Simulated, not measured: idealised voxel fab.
A process module follows: voxel double patterning.
Cross-sectional view cut (width: 260 nm; square cell size: 5 nm).
A cross-section is written here as square cells arranged in a grid, and it is given in bands from the top down, each band taking up one or more rows of cells. Read a band's entry like this: the first values are the height of its top and the height of its bottom in nm, and what follows is the sequence of materials from left to right, each with its width in nm. Note that "blank" is empty space, and that a single material marked "edge to edge" reaches across the band from edge to edge. Note: height 0 marks the level under which the wafer is uniformly one material as received. Lowest band unbounded below, written "0 and below". Quick explanation for "30 to 40": the width changes in equal steps down the rows of cells, from the first number in the band's top row to the second number in its bottom row. Step marked "nothing altered"? Then no cell in the cross-section changed in it. Under "Closed cavities" you'll find the enclosed gaps, the ones with no way out to the top, that are 8 cells or bigger; each reads width x height at distance, with distance counted from the left edge, everything in nm. On a step's line, text after the settings is the simulator commenting on that step. Regarding "overlay nm": on a step with a mask, it is the distance the mask lay to the right of its planned place; a negative value places it to the left.

-- Process steps - plan
step 1: op RECEIVE | material Si
step 2: op CONFORMAL_DEP | material SiO2 | thk nm 5
step 3: op DIRECTIONAL_DEP | material TiN | thk nm 10
step 4: op DIRECTIONAL_DEP | material SiCN | thk nm 10
step 5: op DIRECTIONAL_DEP | material aC | thk nm 10
step 6: op PATTERN | tone open | mask id FIRST | material resist | width nm 15 | pitch nm 50 | thk nm 30 | overlay nm 0
step 7: op DIRECTIONAL_ETCH | etch materials aC | depth nm 10
step 8: op STRIP | etch materials resist
step 9: op DIRECTIONAL_ETCH | etch materials SiCN | depth nm 10
step 10: op STRIP | etch materials aC
step 11: op PATTERN | tone open | mask id SECOND | material resist | width nm 15 | thk nm 15 | overlay nm 0
step 12: op DIRECTIONAL_ETCH | etch materials SiCN | depth nm 10
step 13: op STRIP | etch materials resist
step 14: op DIRECTIONAL_ETCH | etch materials TiN | depth nm 10
step 15: op STRIP | etch materials SiCN

-- Cross-section, incoming material, after step 1
> 0 and below | Si edge to edge
> Closed cavities: none

-- The first of two wafers, cross-sectioned at the end of the module, with the run proceeding as planned
> 15 down to 5 | TiN 95, then blank 15, then TiN 10, then blank 15, then TiN 10, then blank 15, then TiN 100
> 5 down to 0 | SiO2 edge to edge
> 0 and below | Si edge to edge
> Closed cavities: none

-- The second wafer, shown in cross-section after the module: started the same way as the first and given the same plan, yet one mistake crept into how it was run
> 15 down to 5 | blank 120, then TiN 15, then blank 125
> 5 down to 0 | SiO2 edge to edge
> 0 and below | Si edge to edge
> Closed cavities: none
Deviation noted in wafer processing: off-plan run, step 11, actual operation and settings op PATTERN | tone cover | mask id SECOND | material resist | width nm 15 | thk nm 15 | overlay nm 0
The final cell counts differ between the wafers, with the second having more or fewer of some materials than the first: TiN -80
